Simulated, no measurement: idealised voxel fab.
Name of the process module below: voxel self aligned contacts
The width of the displayed cross-section, cut, is 270 nm; its cells are square, with a size of 5 nm.
If you're reading a cross-section in this doc, picture square cells in a grid; it comes to you as bands, top ones listed first down to the bottom, and a band can be one or more rows of cells. Read a band's entry like this: the first values are the height of its top and the height of its bottom in nm, and what follows is the sequence of materials from left to right, each with its width in nm. Note that "blank" is empty space, and that a single material marked "full width" reaches across the band from edge to edge. The level at which height equals 0 is the one under which the wafer, as it arrives, is entirely one material. No lower edge exists for the bottom band, which continues downward and is notated as in "from 0 down". Per-row width for "30->40": begins at first number (top row of band), ends at second number (bottom row), increment between rows held constant. What does "remains unaltered" mean for a step? It means no cell of the cross-section changed in that step. Heads up: "Cavities, closed" only lists the empty pockets with no open path to the top that are 8 cells or more, and it writes them as width x height at distance, distance from the left edge, in nm. The remark found on a step's line after its settings is issued by the simulator itself and pertains to that step. overlay nm: step with mask; distance mask lay right of planned place; negative value = left of planned place.
## List of planned process steps
1. RECEIVE, material Si
2. OXIDIZE, depth nm 5
3. DIRECTIONAL_DEP, material polySi, thk nm 30
4. DIRECTIONAL_DEP, material SiN, thk nm 20
5. DIRECTIONAL_DEP, material aC, thk nm 15
6. PATTERN, tone cover, mask id GATE, material resist, width nm 25, pitch nm 55, thk nm 30, overlay nm 0
7. DIRECTIONAL_ETCH, etch materials aC, depth nm 15
8. STRIP, etch materials resist
9. DIRECTIONAL_ETCH, etch materials SiN, depth nm 20
10. DIRECTIONAL_ETCH, etch materials polySi, depth nm 30
11. STRIP, etch materials aC
12. CONFORMAL_DEP, material SiN, thk nm 5
13. DIRECTIONAL_ETCH, etch materials SiN, depth nm 5
14. FILL_DEP, material SiO2, thk nm 15
15. CMP, height nm 60
16. MASKED_ETCH, tone open, mask id CONTACT, width nm 40, etch materials SiO2, depth nm 65, overlay nm 0
17. CONFORMAL_DEP, material TiN, thk nm 5
18. FILL_DEP, material W, thk nm 5
19. CMP, height nm 60
20. CONFORMAL_DEP, material SiCN, thk nm 5
## The first wafer of two, processed as planned
## So this is the incoming wafer in cross-section - it's already been through step 1
* from 0 down = Si full width
* Cavities, closed: none
## Sectional view: wafer, after step 2
* from 0 to -5 = SiO2 full width
* Below a height of -5, the structure has not been altered.
## Sectional view: wafer, after step 3
* from 30 to 0 = polySi full width
* Below a height of 0, the structure has not been altered.
## Sectional view: wafer, after step 4
* from 50 to 30 = SiN full width
* Below a height of 30, the structure has not been altered.
## Sectional view: wafer, after step 5
* from 65 to 50 = aC full width
* Below a height of 50, the structure has not been altered.
## Sectional view: wafer, after step 6
* from 95 to 65 = blank: 95 | resist: 25 | blank: 30 | resist: 25 | blank: 95
* Below a height of 65, the structure has not been altered.
## Sectional view: wafer, after step 7
* from 80 to 65 = blank: 95 | resist: 25 | blank: 30 | resist: 25 | blank: 95
* from 65 to 50 = blank: 95 | aC: 25 | blank: 30 | aC: 25 | blank: 95
* Below a height of 50, the structure has not been altered.
## Sectional view: wafer, after step 8
* from 65 to 50 = blank: 95 | aC: 25 | blank: 30 | aC: 25 | blank: 95
* Below a height of 50, the structure has not been altered.
## Sectional view: wafer, after step 9
* from 65 to 50 = blank: 95 | aC: 25 | blank: 30 | aC: 25 | blank: 95
* from 50 to 30 = blank: 95 | SiN: 25 | blank: 30 | SiN: 25 | blank: 95
* Below a height of 30, the structure has not been altered.
## Sectional view: wafer, after step 10
* from 65 to 50 = blank: 95 | aC: 25 | blank: 30 | aC: 25 | blank: 95
* from 50 to 30 = blank: 95 | SiN: 25 | blank: 30 | SiN: 25 | blank: 95
* from 30 to 0 = blank: 95 | polySi: 25 | blank: 30 | polySi: 25 | blank: 95
* Below a height of 0, the structure has not been altered.
## Sectional view: wafer, after step 11
* from 50 to 30 = blank: 95 | SiN: 25 | blank: 30 | SiN: 25 | blank: 95
* Below a height of 30, the structure has not been altered.
## Sectional view: wafer, after step 12
* from 55 to 30 = blank: 90 | SiN: 35 | blank: 20 | SiN: 35 | blank: 90
* from 30 to 5 = blank: 90 | SiN: 5 | polySi: 25 | SiN: 5 | blank: 20 | SiN: 5 | polySi: 25 | SiN: 5 | blank: 90
* from 5 to 0 = SiN: 95 | polySi: 25 | SiN: 30 | polySi: 25 | SiN: 95
* Below a height of 0, the structure has not been altered.
## Sectional view: wafer, after step 13
* from 50 to 30 = blank: 90 | SiN: 35 | blank: 20 | SiN: 35 | blank: 90
* from 30 to 0 = blank: 90 | SiN: 5 | polySi: 25 | SiN: 5 | blank: 20 | SiN: 5 | polySi: 25 | SiN: 5 | blank: 90
* Below a height of 0, the structure has not been altered.
## Sectional view: wafer, after step 14
* from 65 to 50 = SiO2 full width
* from 50 to 30 = SiO2: 90 | SiN: 35 | SiO2: 20 | SiN: 35 | SiO2: 90
* from 30 to 0 = SiO2: 90 | SiN: 5 | polySi: 25 | SiN: 5 | SiO2: 20 | SiN: 5 | polySi: 25 | SiN: 5 | SiO2: 90
* Below a height of 0, the structure has not been altered.
## Sectional view: wafer, after step 15
* from 60 to 50 = SiO2 full width
* Below a height of 50, the structure has not been altered.
## Sectional view: wafer, after step 16
* from 60 to 50 = SiO2: 115 | blank: 40 | SiO2: 115
* from 50 to 30 = SiO2: 90 | SiN: 35 | blank: 20 | SiN: 35 | SiO2: 90
* from 30 to 0 = SiO2: 90 | SiN: 5 | polySi: 25 | SiN: 5 | blank: 20 | SiN: 5 | polySi: 25 | SiN: 5 | SiO2: 90
* from 0 to -5 = SiO2: 125 | blank: 20 | SiO2: 125
* Below a height of -5, the structure has not been altered.
## Sectional view: wafer, after step 17
* from 65 to 60 = TiN: 120 | blank: 30 | TiN: 120
* from 60 to 50 = SiO2: 115 | TiN: 5->15 | blank: 30->10 | TiN: 5->15 | SiO2: 115
* from 50 to 30 = SiO2: 90 | SiN: 35 | TiN: 5 | blank: 10 | TiN: 5 | SiN: 35 | SiO2: 90
* from 30 to 0 = SiO2: 90 | SiN: 5 | polySi: 25 | SiN: 5 | TiN: 5 | blank: 10 | TiN: 5 | SiN: 5 | polySi: 25 | SiN: 5 | SiO2: 90
* from 0 to -5 = SiO2: 125 | TiN: 20 | SiO2: 125
* Below a height of -5, the structure has not been altered.
## Sectional view: wafer, after step 18
* from 70 to 65 = W full width
* from 65 to 60 = TiN: 120 | W: 30 | TiN: 120
* from 60 to 50 = SiO2: 115 | TiN: 5->15 | W: 30->10 | TiN: 5->15 | SiO2: 115
* from 50 to 30 = SiO2: 90 | SiN: 35 | TiN: 5 | W: 10 | TiN: 5 | SiN: 35 | SiO2: 90
* from 30 to 0 = SiO2: 90 | SiN: 5 | polySi: 25 | SiN: 5 | TiN: 5 | W: 10 | TiN: 5 | SiN: 5 | polySi: 25 | SiN: 5 | SiO2: 90
* Below a height of 0, the structure has not been altered.
## Sectional view: wafer, after step 19
* from 60 to 50 = SiO2: 115 | TiN: 5->15 | W: 30->10 | TiN: 5->15 | SiO2: 115
* Below a height of 50, the structure has not been altered.
## Sectional view: wafer, after step 20
* from 65 to 60 = SiCN full width
* Below a height of 60, the structure has not been altered.
## Here the second wafer is described. Its start and its plan were those of the first wafer. Its run contained one mistake. Up to and including step 2, it did exactly what the first wafer did
## Second wafer at the planned finish of step 3, seen in cross-section
* from 30 to 0 = TiN full width
* Below a height of 0, the structure has not been altered.
## Second wafer at the planned finish of step 4, seen in cross-section
* from 50 to 30 = SiN full width
* Below a height of 30, the structure has not been altered.
## Second wafer at the planned finish of step 5, seen in cross-section
* from 65 to 50 = aC full width
* Below a height of 50, the structure has not been altered.
## Second wafer at the planned finish of step 6, seen in cross-section
* from 95 to 65 = blank: 95 | resist: 25 | blank: 30 | resist: 25 | blank: 95
* Below a height of 65, the structure has not been altered.
## Second wafer at the planned finish of step 7, seen in cross-section
* from 80 to 65 = blank: 95 | resist: 25 | blank: 30 | resist: 25 | blank: 95
* from 65 to 50 = blank: 95 | aC: 25 | blank: 30 | aC: 25 | blank: 95
* Below a height of 50, the structure has not been altered.
## Second wafer at the planned finish of step 8, seen in cross-section
* from 65 to 50 = blank: 95 | aC: 25 | blank: 30 | aC: 25 | blank: 95
* Below a height of 50, the structure has not been altered.
## Second wafer at the planned finish of step 9, seen in cross-section
* from 65 to 50 = blank: 95 | aC: 25 | blank: 30 | aC: 25 | blank: 95
* from 50 to 30 = blank: 95 | SiN: 25 | blank: 30 | SiN: 25 | blank: 95
* Below a height of 30, the structure has not been altered.
Second wafer at the planned finish of step 10, seen in cross-section: remains unaltered
## Second wafer at the planned finish of step 11, seen in cross-section
* from 50 to 30 = blank: 95 | SiN: 25 | blank: 30 | SiN: 25 | blank: 95
* Below a height of 30, the structure has not been altered.
## Second wafer at the planned finish of step 12, seen in cross-section
* from 55 to 35 = blank: 90 | SiN: 35 | blank: 20 | SiN: 35 | blank: 90
* from 35 to 30 = SiN full width
* Below a height of 30, the structure has not been altered.
## Second wafer at the planned finish of step 13, seen in cross-section
* from 50 to 30 = blank: 90 | SiN: 35 | blank: 20 | SiN: 35 | blank: 90
* Below a height of 30, the structure has not been altered.
## Second wafer at the planned finish of step 14, seen in cross-section
* from 65 to 50 = SiO2 full width
* from 50 to 30 = SiO2: 90 | SiN: 35 | SiO2: 20 | SiN: 35 | SiO2: 90
* Below a height of 30, the structure has not been altered.
## Second wafer at the planned finish of step 15, seen in cross-section
* from 60 to 50 = SiO2 full width
* Below a height of 50, the structure has not been altered.
## Second wafer at the planned finish of step 16, seen in cross-section
* from 60 to 50 = SiO2: 115 | blank: 40 | SiO2: 115
* from 50 to 30 = SiO2: 90 | SiN: 35 | blank: 20 | SiN: 35 | SiO2: 90
* Below a height of 30, the structure has not been altered.
## Second wafer at the planned finish of step 17, seen in cross-section
* from 65 to 60 = TiN: 120 | blank: 30 | TiN: 120
* from 60 to 50 = SiO2: 115 | TiN: 5->15 | blank: 30->10 | TiN: 5->15 | SiO2: 115
* from 50 to 35 = SiO2: 90 | SiN: 35 | TiN: 5 | blank: 10 | TiN: 5 | SiN: 35 | SiO2: 90
* from 35 to 30 = SiO2: 90 | SiN: 35 | TiN: 20 | SiN: 35 | SiO2: 90
* Below a height of 30, the structure has not been altered.
## Second wafer at the planned finish of step 18, seen in cross-section
* from 70 to 65 = W full width
* from 65 to 60 = TiN: 120 | W: 30 | TiN: 120
* from 60 to 50 = SiO2: 115 | TiN: 5->15 | W: 30->10 | TiN: 5->15 | SiO2: 115
* from 50 to 35 = SiO2: 90 | SiN: 35 | TiN: 5 | W: 10 | TiN: 5 | SiN: 35 | SiO2: 90
* Below a height of 35, the structure has not been altered.
## Second wafer at the planned finish of step 19, seen in cross-section
* from 60 to 50 = SiO2: 115 | TiN: 5->15 | W: 30->10 | TiN: 5->15 | SiO2: 115
* Below a height of 50, the structure has not been altered.
## Second wafer at the planned finish of step 20, seen in cross-section
* from 65 to 60 = SiCN full width
* Below a height of 60, the structure has not been altered.
Nonconformance to the process plan: step 3 was processed under conditions differing from the plan, specifically as DIRECTIONAL_DEP, material TiN, thk nm 30
Wrapping up, a cell-based count of both wafers puts the second over or under the first for these materials: SiN -24 | SiO2 -212 | TiN +310 | W -14 | polySi -60
